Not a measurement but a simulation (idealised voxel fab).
Process module, titled voxel wiring stack
This is section cut - it's 215 nm across, gridded in 5 nm square cells.
A cross-section is written here as square cells arranged in a grid, and it is given in bands from the top down, each band taking up one or more rows of cells.
Band: top and bottom heights (nm) first, top before bottom; then materials from left to right, widths in nm. "throughout" marks a sole material filling the band edge to edge. "empty" denotes empty space.
Counting heights begins at 0, where everything beneath is, in the wafer as received, one material. The lowest band has no bottom; it goes on downwards, as "0 down" shows.
Graded width ("30->40"): value in top row of band = first number; value in bottom row = second number; row-to-row change constant.
Step note "no modification" = no cross-section cell changed.
"Closed void inventory" means: voids of 8 cells or more that are shut off from the top with no open way through. Written width x height at distance, distance from the left edge, in nm.
What comes after the settings on a step's line is commentary from the simulator itself on that step.
"overlay nm" denotes, for a step that has a mask, the displacement of the mask to the right of its planned place, with negative values corresponding to the left.
**Here's what the planned process steps look like**
| 1 | RECEIVE: material Si |
| 2 | CONFORMAL_DEP: material SiO2, thk nm 15 |
| 3 | DIRECTIONAL_DEP: material TiN, thk nm 5 |
| 4 | DIRECTIONAL_DEP: material Ru, thk nm 20 |
| 5 | MASKED_ETCH: tone cover, mask id METAL_1, width nm 25, pitch nm 55, etch materials Ru, depth nm 20, overlay nm 0 |
| 6 | MASKED_ETCH: tone cover, mask id METAL_1, width nm 25, pitch nm 55, etch materials TiN, depth nm 5, overlay nm 0 |
| 7 | CONFORMAL_DEP: material SiN, thk nm 5 |
| 8 | FILL_DEP: material lowk, thk nm 5 |
| 9 | CMP: height nm 40 |
| 10 | CONFORMAL_DEP: material SiCN, thk nm 5 |
| 11 | DIRECTIONAL_DEP: material SiO2, thk nm 30 |
| 12 | PATTERN: tone open, mask id METAL_2, material resist, width nm 25, pitch nm 55, thk nm 15, overlay nm 0 |
| 13 | DIRECTIONAL_ETCH: etch materials SiO2, depth nm 20 |
| 14 | STRIP: etch materials resist |
| 15 | DIRECTIONAL_DEP: material aC, thk nm 15 |
| 16 | PATTERN: tone open, mask id METAL_2_HOLES, material resist, width nm 15, pitch nm 55, thk nm 30, overlay nm 0 |
| 17 | DIRECTIONAL_ETCH: etch materials aC, depth nm 15 |
| 18 | STRIP: etch materials resist |
| 19 | DIRECTIONAL_ETCH: etch materials SiO2, depth nm 10 |
| 20 | DIRECTIONAL_ETCH: etch materials SiCN, depth nm 5 |
| 21 | STRIP: etch materials aC |
| 22 | CONFORMAL_DEP: material TiN, thk nm 5 |
| 23 | FILL_DEP: material Cu, thk nm 10 |
| 24 | CMP: height nm 75 |
| 25 | CONFORMAL_DEP: material SiCN, thk nm 5 |
**first wafer, as planned**
**Step 1 complete: cross-section of the wafer as received**
  0 down | Si throughout
  Closed void inventory: none
**Presented here is a cross-section of the wafer after step 2 has been performed**
  15 to 0 | SiO2 throughout
  Nothing below the height 0 has changed.
**Presented here is a cross-section of the wafer after step 3 has been performed**
  20 to 15 | TiN throughout
  Nothing below the height 15 has changed.
**Presented here is a cross-section of the wafer after step 4 has been performed**
  40 to 20 | Ru throughout
  Nothing below the height 20 has changed.
**Presented here is a cross-section of the wafer after step 5 has been performed**
  40 to 20 | 40 of empty / 25 of Ru / 30 of empty / 25 of Ru / 30 of empty / 25 of Ru / 40 of empty
  Nothing below the height 20 has changed.
**Presented here is a cross-section of the wafer after step 6 has been performed**
  40 to 20 | 40 of empty / 25 of Ru / 30 of empty / 25 of Ru / 30 of empty / 25 of Ru / 40 of empty
  20 to 15 | 40 of empty / 25 of TiN / 30 of empty / 25 of TiN / 30 of empty / 25 of TiN / 40 of empty
  Nothing below the height 15 has changed.
**Presented here is a cross-section of the wafer after step 7 has been performed**
  45 to 40 | 35 of empty / 35 of SiN / 20 of empty / 35 of SiN / 20 of empty / 35 of SiN / 35 of empty
  40 to 20 | 35 of empty / 5 of SiN / 25 of Ru / 5 of SiN / 20 of empty / 5 of SiN / 25 of Ru / 5 of SiN / 20 of empty / 5 of SiN / 25 of Ru / 5 of SiN / 35 of empty
  20 to 15 | 40 of SiN / 25 of TiN / 30 of SiN / 25 of TiN / 30 of SiN / 25 of TiN / 40 of SiN
  Nothing below the height 15 has changed.
**Presented here is a cross-section of the wafer after step 8 has been performed**
  50 to 45 | lowk throughout
  45 to 40 | 35 of lowk / 35 of SiN / 20 of lowk / 35 of SiN / 20 of lowk / 35 of SiN / 35 of lowk
  40 to 20 | 35 of lowk / 5 of SiN / 25 of Ru / 5 of SiN / 20 of lowk / 5 of SiN / 25 of Ru / 5 of SiN / 20 of lowk / 5 of SiN / 25 of Ru / 5 of SiN / 35 of lowk
  Nothing below the height 20 has changed.
**Presented here is a cross-section of the wafer after step 9 has been performed**
  40 to 20 | 35 of lowk / 5 of SiN / 25 of Ru / 5 of SiN / 20 of lowk / 5 of SiN / 25 of Ru / 5 of SiN / 20 of lowk / 5 of SiN / 25 of Ru / 5 of SiN / 35 of lowk
  Nothing below the height 20 has changed.
**Presented here is a cross-section of the wafer after step 10 has been performed**
  45 to 40 | SiCN throughout
  Nothing below the height 40 has changed.
**Presented here is a cross-section of the wafer after step 11 has been performed**
  75 to 45 | SiO2 throughout
  Nothing below the height 45 has changed.
**Presented here is a cross-section of the wafer after step 12 has been performed**
  90 to 75 | 40 of resist / 25 of empty / 30 of resist / 25 of empty / 30 of resist / 25 of empty / 40 of resist
  Nothing below the height 75 has changed.
**Presented here is a cross-section of the wafer after step 13 has been performed**
  90 to 75 | 40 of resist / 25 of empty / 30 of resist / 25 of empty / 30 of resist / 25 of empty / 40 of resist
  75 to 55 | 40 of SiO2 / 25 of empty / 30 of SiO2 / 25 of empty / 30 of SiO2 / 25 of empty / 40 of SiO2
  Nothing below the height 55 has changed.
**Presented here is a cross-section of the wafer after step 14 has been performed**
  75 to 55 | 40 of SiO2 / 25 of empty / 30 of SiO2 / 25 of empty / 30 of SiO2 / 25 of empty / 40 of SiO2
  Nothing below the height 55 has changed.
**Presented here is a cross-section of the wafer after step 15 has been performed**
  90 to 75 | 40 of aC / 25 of empty / 30 of aC / 25 of empty / 30 of aC / 25 of empty / 40 of aC
  75 to 70 | 40 of SiO2 / 25 of empty / 30 of SiO2 / 25 of empty / 30 of SiO2 / 25 of empty / 40 of SiO2
  70 to 55 | 40 of SiO2 / 25 of aC / 30 of SiO2 / 25 of aC / 30 of SiO2 / 25 of aC / 40 of SiO2
  Nothing below the height 55 has changed.
**Presented here is a cross-section of the wafer after step 16 has been performed**
  120 to 90 | 40 of resist / 15 of empty / 40 of resist / 15 of empty / 40 of resist / 15 of empty / 50 of resist
  90 to 75 | 40 of aC / 15 of empty / 10 of resist / 30 of aC / 15 of empty / 10 of resist / 30 of aC / 15 of empty / 10 of resist / 40 of aC
  75 to 70 | 40 of SiO2 / 15 of empty / 10 of resist / 30 of SiO2 / 15 of empty / 10 of resist / 30 of SiO2 / 15 of empty / 10 of resist / 40 of SiO2
  Nothing below the height 70 has changed.
**Presented here is a cross-section of the wafer after step 17 has been performed**
  105 to 90 | 40 of resist / 15 of empty / 40 of resist / 15 of empty / 40 of resist / 15 of empty / 50 of resist
  90 to 75 | 40 of aC / 15 of empty / 10 of resist / 30 of aC / 15 of empty / 10 of resist / 30 of aC / 15 of empty / 10 of resist / 40 of aC
  75 to 70 | 40 of SiO2 / 15 of empty / 10 of resist / 30 of SiO2 / 15 of empty / 10 of resist / 30 of SiO2 / 15 of empty / 10 of resist / 40 of SiO2
  70 to 55 | 40 of SiO2 / 15 of empty / 10 of aC / 30 of SiO2 / 15 of empty / 10 of aC / 30 of SiO2 / 15 of empty / 10 of aC / 40 of SiO2
  Nothing below the height 55 has changed.
**Presented here is a cross-section of the wafer after step 18 has been performed**
  90 to 75 | 40 of aC / 25 of empty / 30 of aC / 25 of empty / 30 of aC / 25 of empty / 40 of aC
  75 to 70 | 40 of SiO2 / 25 of empty / 30 of SiO2 / 25 of empty / 30 of SiO2 / 25 of empty / 40 of SiO2
  Nothing below the height 70 has changed.
**Presented here is a cross-section of the wafer after step 19 has been performed**
  90 to 75 | 40 of aC / 25 of empty / 30 of aC / 25 of empty / 30 of aC / 25 of empty / 40 of aC
  75 to 70 | 40 of SiO2 / 25 of empty / 30 of SiO2 / 25 of empty / 30 of SiO2 / 25 of empty / 40 of SiO2
  70 to 55 | 40 of SiO2 / 15 of empty / 10 of aC / 30 of SiO2 / 15 of empty / 10 of aC / 30 of SiO2 / 15 of empty / 10 of aC / 40 of SiO2
  55 to 45 | 40 of SiO2 / 15 of empty / 40 of SiO2 / 15 of empty / 40 of SiO2 / 15 of empty / 50 of SiO2
  Nothing below the height 45 has changed.
**Presented here is a cross-section of the wafer after step 20 has been performed**
  90 to 75 | 40 of aC / 25 of empty / 30 of aC / 25 of empty / 30 of aC / 25 of empty / 40 of aC
  75 to 70 | 40 of SiO2 / 25 of empty / 30 of SiO2 / 25 of empty / 30 of SiO2 / 25 of empty / 40 of SiO2
  70 to 55 | 40 of SiO2 / 15 of empty / 10 of aC / 30 of SiO2 / 15 of empty / 10 of aC / 30 of SiO2 / 15 of empty / 10 of aC / 40 of SiO2
  55 to 45 | 40 of SiO2 / 15 of empty / 40 of SiO2 / 15 of empty / 40 of SiO2 / 15 of empty / 50 of SiO2
  45 to 40 | 40 of SiCN / 15 of empty / 40 of SiCN / 15 of empty / 40 of SiCN / 15 of empty / 50 of SiCN
  Nothing below the height 40 has changed.
**Presented here is a cross-section of the wafer after step 21 has been performed**
  75 to 55 | 40 of SiO2 / 25 of empty / 30 of SiO2 / 25 of empty / 30 of SiO2 / 25 of empty / 40 of SiO2
  Nothing below the height 55 has changed.
**Presented here is a cross-section of the wafer after step 22 has been performed**
  80 to 75 | 45 of TiN / 15 of empty / 40 of TiN / 15 of empty / 40 of TiN / 15 of empty / 45 of TiN
  75 to 60 | 40 of SiO2 / 5 of TiN / 15 of empty / 5 of TiN / 30 of SiO2 / 5 of TiN / 15 of empty / 5 of TiN / 30 of SiO2 / 5 of TiN / 15 of empty / 5 of TiN / 40 of SiO2
  60 to 55 | 40 of SiO2 / 5 of TiN / 5 of empty / 15 of TiN / 30 of SiO2 / 5 of TiN / 5 of empty / 15 of TiN / 30 of SiO2 / 5 of TiN / 5 of empty / 15 of TiN / 40 of SiO2
  55 to 45 | 40 of SiO2 / 5 of TiN / 5 of empty / 5 of TiN / 40 of SiO2 / 5 of TiN / 5 of empty / 5 of TiN / 40 of SiO2 / 5 of TiN / 5 of empty / 5 of TiN / 50 of SiO2
  45 to 40 | 40 of SiCN / 15 of TiN / 40 of SiCN / 15 of TiN / 40 of SiCN / 15 of TiN / 50 of SiCN
  Nothing below the height 40 has changed.
**Presented here is a cross-section of the wafer after step 23 has been performed**
  90 to 80 | Cu throughout
  80 to 75 | 45 of TiN / 15 of Cu / 40 of TiN / 15 of Cu / 40 of TiN / 15 of Cu / 45 of TiN
  75 to 60 | 40 of SiO2 / 5 of TiN / 15 of Cu / 5 of TiN / 30 of SiO2 / 5 of TiN / 15 of Cu / 5 of TiN / 30 of SiO2 / 5 of TiN / 15 of Cu / 5 of TiN / 40 of SiO2
  60 to 55 | 40 of SiO2 / 5 of TiN / 5 of Cu / 15 of TiN / 30 of SiO2 / 5 of TiN / 5 of Cu / 15 of TiN / 30 of SiO2 / 5 of TiN / 5 of Cu / 15 of TiN / 40 of SiO2
  55 to 45 | 40 of SiO2 / 5 of TiN / 5 of Cu / 5 of TiN / 40 of SiO2 / 5 of TiN / 5 of Cu / 5 of TiN / 40 of SiO2 / 5 of TiN / 5 of Cu / 5 of TiN / 50 of SiO2
  Nothing below the height 45 has changed.
**Presented here is a cross-section of the wafer after step 24 has been performed**
  75 to 60 | 40 of SiO2 / 5 of TiN / 15 of Cu / 5 of TiN / 30 of SiO2 / 5 of TiN / 15 of Cu / 5 of TiN / 30 of SiO2 / 5 of TiN / 15 of Cu / 5 of TiN / 40 of SiO2
  Nothing below the height 60 has changed.
**Presented here is a cross-section of the wafer after step 25 has been performed**
  80 to 75 | SiCN throughout
  Nothing below the height 75 has changed.
**Second wafer: same start and same plan as the first, one execution error; identical to the first through step 1**
**Second wafer cross-section, taken as of the time the plan sets for step 2 to be done**
  30 to 0 | SiO2 throughout
  Nothing below the height 0 has changed.
**Second wafer cross-section, taken as of the time the plan sets for step 3 to be done**
  35 to 30 | TiN throughout
  Nothing below the height 30 has changed.
**Second wafer cross-section, taken as of the time the plan sets for step 4 to be done**
  55 to 35 | Ru throughout
  Nothing below the height 35 has changed.
**Second wafer cross-section, taken as of the time the plan sets for step 5 to be done**
  55 to 35 | 40 of empty / 25 of Ru / 30 of empty / 25 of Ru / 30 of empty / 25 of Ru / 40 of empty
  Nothing below the height 35 has changed.
**Second wafer cross-section, taken as of the time the plan sets for step 6 to be done**
  55 to 35 | 40 of empty / 25 of Ru / 30 of empty / 25 of Ru / 30 of empty / 25 of Ru / 40 of empty
  35 to 30 | 40 of empty / 25 of TiN / 30 of empty / 25 of TiN / 30 of empty / 25 of TiN / 40 of empty
  Nothing below the height 30 has changed.
**Second wafer cross-section, taken as of the time the plan sets for step 7 to be done**
  60 to 55 | 35 of empty / 35 of SiN / 20 of empty / 35 of SiN / 20 of empty / 35 of SiN / 35 of empty
  55 to 35 | 35 of empty / 5 of SiN / 25 of Ru / 5 of SiN / 20 of empty / 5 of SiN / 25 of Ru / 5 of SiN / 20 of empty / 5 of SiN / 25 of Ru / 5 of SiN / 35 of empty
  35 to 30 | 40 of SiN / 25 of TiN / 30 of SiN / 25 of TiN / 30 of SiN / 25 of TiN / 40 of SiN
  Nothing below the height 30 has changed.
**Second wafer cross-section, taken as of the time the plan sets for step 8 to be done**
  65 to 60 | lowk throughout
  60 to 55 | 35 of lowk / 35 of SiN / 20 of lowk / 35 of SiN / 20 of lowk / 35 of SiN / 35 of lowk
  55 to 35 | 35 of lowk / 5 of SiN / 25 of Ru / 5 of SiN / 20 of lowk / 5 of SiN / 25 of Ru / 5 of SiN / 20 of lowk / 5 of SiN / 25 of Ru / 5 of SiN / 35 of lowk
  Nothing below the height 35 has changed.
**Second wafer cross-section, taken as of the time the plan sets for step 9 to be done**
  40 to 35 | 35 of lowk / 5 of SiN / 25 of Ru / 5 of SiN / 20 of lowk / 5 of SiN / 25 of Ru / 5 of SiN / 20 of lowk / 5 of SiN / 25 of Ru / 5 of SiN / 35 of lowk
  Nothing below the height 35 has changed.
**Second wafer cross-section, taken as of the time the plan sets for step 10 to be done**
  45 to 40 | SiCN throughout
  Nothing below the height 40 has changed.
**Second wafer cross-section, taken as of the time the plan sets for step 11 to be done**
  75 to 45 | SiO2 throughout
  Nothing below the height 45 has changed.
**Second wafer cross-section, taken as of the time the plan sets for step 12 to be done**
  90 to 75 | 40 of resist / 25 of empty / 30 of resist / 25 of empty / 30 of resist / 25 of empty / 40 of resist
  Nothing below the height 75 has changed.
**Second wafer cross-section, taken as of the time the plan sets for step 13 to be done**
  90 to 75 | 40 of resist / 25 of empty / 30 of resist / 25 of empty / 30 of resist / 25 of empty / 40 of resist
  75 to 55 | 40 of SiO2 / 25 of empty / 30 of SiO2 / 25 of empty / 30 of SiO2 / 25 of empty / 40 of SiO2
  Nothing below the height 55 has changed.
**Second wafer cross-section, taken as of the time the plan sets for step 14 to be done**
  75 to 55 | 40 of SiO2 / 25 of empty / 30 of SiO2 / 25 of empty / 30 of SiO2 / 25 of empty / 40 of SiO2
  Nothing below the height 55 has changed.
**Second wafer cross-section, taken as of the time the plan sets for step 15 to be done**
  90 to 75 | 40 of aC / 25 of empty / 30 of aC / 25 of empty / 30 of aC / 25 of empty / 40 of aC
  75 to 70 | 40 of SiO2 / 25 of empty / 30 of SiO2 / 25 of empty / 30 of SiO2 / 25 of empty / 40 of SiO2
  70 to 55 | 40 of SiO2 / 25 of aC / 30 of SiO2 / 25 of aC / 30 of SiO2 / 25 of aC / 40 of SiO2
  Nothing below the height 55 has changed.
**Second wafer cross-section, taken as of the time the plan sets for step 16 to be done**
  120 to 90 | 40 of resist / 15 of empty / 40 of resist / 15 of empty / 40 of resist / 15 of empty / 50 of resist
  90 to 75 | 40 of aC / 15 of empty / 10 of resist / 30 of aC / 15 of empty / 10 of resist / 30 of aC / 15 of empty / 10 of resist / 40 of aC
  75 to 70 | 40 of SiO2 / 15 of empty / 10 of resist / 30 of SiO2 / 15 of empty / 10 of resist / 30 of SiO2 / 15 of empty / 10 of resist / 40 of SiO2
  Nothing below the height 70 has changed.
**Second wafer cross-section, taken as of the time the plan sets for step 17 to be done**
  105 to 90 | 40 of resist / 15 of empty / 40 of resist / 15 of empty / 40 of resist / 15 of empty / 50 of resist
  90 to 75 | 40 of aC / 15 of empty / 10 of resist / 30 of aC / 15 of empty / 10 of resist / 30 of aC / 15 of empty / 10 of resist / 40 of aC
  75 to 70 | 40 of SiO2 / 15 of empty / 10 of resist / 30 of SiO2 / 15 of empty / 10 of resist / 30 of SiO2 / 15 of empty / 10 of resist / 40 of SiO2
  70 to 55 | 40 of SiO2 / 15 of empty / 10 of aC / 30 of SiO2 / 15 of empty / 10 of aC / 30 of SiO2 / 15 of empty / 10 of aC / 40 of SiO2
  Nothing below the height 55 has changed.
**Second wafer cross-section, taken as of the time the plan sets for step 18 to be done**
  90 to 75 | 40 of aC / 25 of empty / 30 of aC / 25 of empty / 30 of aC / 25 of empty / 40 of aC
  75 to 70 | 40 of SiO2 / 25 of empty / 30 of SiO2 / 25 of empty / 30 of SiO2 / 25 of empty / 40 of SiO2
  Nothing below the height 70 has changed.
**Second wafer cross-section, taken as of the time the plan sets for step 19 to be done**
  90 to 75 | 40 of aC / 25 of empty / 30 of aC / 25 of empty / 30 of aC / 25 of empty / 40 of aC
  75 to 70 | 40 of SiO2 / 25 of empty / 30 of SiO2 / 25 of empty / 30 of SiO2 / 25 of empty / 40 of SiO2
  70 to 55 | 40 of SiO2 / 15 of empty / 10 of aC / 30 of SiO2 / 15 of empty / 10 of aC / 30 of SiO2 / 15 of empty / 10 of aC / 40 of SiO2
  55 to 45 | 40 of SiO2 / 15 of empty / 40 of SiO2 / 15 of empty / 40 of SiO2 / 15 of empty / 50 of SiO2
  Nothing below the height 45 has changed.
**Second wafer cross-section, taken as of the time the plan sets for step 20 to be done**
  90 to 75 | 40 of aC / 25 of empty / 30 of aC / 25 of empty / 30 of aC / 25 of empty / 40 of aC
  75 to 70 | 40 of SiO2 / 25 of empty / 30 of SiO2 / 25 of empty / 30 of SiO2 / 25 of empty / 40 of SiO2
  70 to 55 | 40 of SiO2 / 15 of empty / 10 of aC / 30 of SiO2 / 15 of empty / 10 of aC / 30 of SiO2 / 15 of empty / 10 of aC / 40 of SiO2
  55 to 45 | 40 of SiO2 / 15 of empty / 40 of SiO2 / 15 of empty / 40 of SiO2 / 15 of empty / 50 of SiO2
  45 to 40 | 40 of SiCN / 15 of empty / 40 of SiCN / 15 of empty / 40 of SiCN / 15 of empty / 50 of SiCN
  Nothing below the height 40 has changed.
**Second wafer cross-section, taken as of the time the plan sets for step 21 to be done**
  75 to 55 | 40 of SiO2 / 25 of empty / 30 of SiO2 / 25 of empty / 30 of SiO2 / 25 of empty / 40 of SiO2
  Nothing below the height 55 has changed.
**Second wafer cross-section, taken as of the time the plan sets for step 22 to be done**
  80 to 75 | 45 of TiN / 15 of empty / 40 of TiN / 15 of empty / 40 of TiN / 15 of empty / 45 of TiN
  75 to 60 | 40 of SiO2 / 5 of TiN / 15 of empty / 5 of TiN / 30 of SiO2 / 5 of TiN / 15 of empty / 5 of TiN / 30 of SiO2 / 5 of TiN / 15 of empty / 5 of TiN / 40 of SiO2
  60 to 55 | 40 of SiO2 / 5 of TiN / 5 of empty / 15 of TiN / 30 of SiO2 / 5 of TiN / 5 of empty / 15 of TiN / 30 of SiO2 / 5 of TiN / 5 of empty / 15 of TiN / 40 of SiO2
  55 to 45 | 40 of SiO2 / 5 of TiN / 5 of empty / 5 of TiN / 40 of SiO2 / 5 of TiN / 5 of empty / 5 of TiN / 40 of SiO2 / 5 of TiN / 5 of empty / 5 of TiN / 50 of SiO2
  45 to 40 | 40 of SiCN / 15 of TiN / 40 of SiCN / 15 of TiN / 40 of SiCN / 15 of TiN / 50 of SiCN
  Nothing below the height 40 has changed.
**Second wafer cross-section, taken as of the time the plan sets for step 23 to be done**
  90 to 80 | Cu throughout
  80 to 75 | 45 of TiN / 15 of Cu / 40 of TiN / 15 of Cu / 40 of TiN / 15 of Cu / 45 of TiN
  75 to 60 | 40 of SiO2 / 5 of TiN / 15 of Cu / 5 of TiN / 30 of SiO2 / 5 of TiN / 15 of Cu / 5 of TiN / 30 of SiO2 / 5 of TiN / 15 of Cu / 5 of TiN / 40 of SiO2
  60 to 55 | 40 of SiO2 / 5 of TiN / 5 of Cu / 15 of TiN / 30 of SiO2 / 5 of TiN / 5 of Cu / 15 of TiN / 30 of SiO2 / 5 of TiN / 5 of Cu / 15 of TiN / 40 of SiO2
  55 to 45 | 40 of SiO2 / 5 of TiN / 5 of Cu / 5 of TiN / 40 of SiO2 / 5 of TiN / 5 of Cu / 5 of TiN / 40 of SiO2 / 5 of TiN / 5 of Cu / 5 of TiN / 50 of SiO2
  Nothing below the height 45 has changed.
**Second wafer cross-section, taken as of the time the plan sets for step 24 to be done**
  75 to 60 | 40 of SiO2 / 5 of TiN / 15 of Cu / 5 of TiN / 30 of SiO2 / 5 of TiN / 15 of Cu / 5 of TiN / 30 of SiO2 / 5 of TiN / 15 of Cu / 5 of TiN / 40 of SiO2
  Nothing below the height 60 has changed.
**Second wafer cross-section, taken as of the time the plan sets for step 25 to be done**
  80 to 75 | SiCN throughout
  Nothing below the height 75 has changed.
Against the plan, the run slipped here: step 2 of the plan was carried out twice
Cell-count delta at end, second wafer over first, by material: Ru -45, SiN -18, SiO2 +129, lowk -66
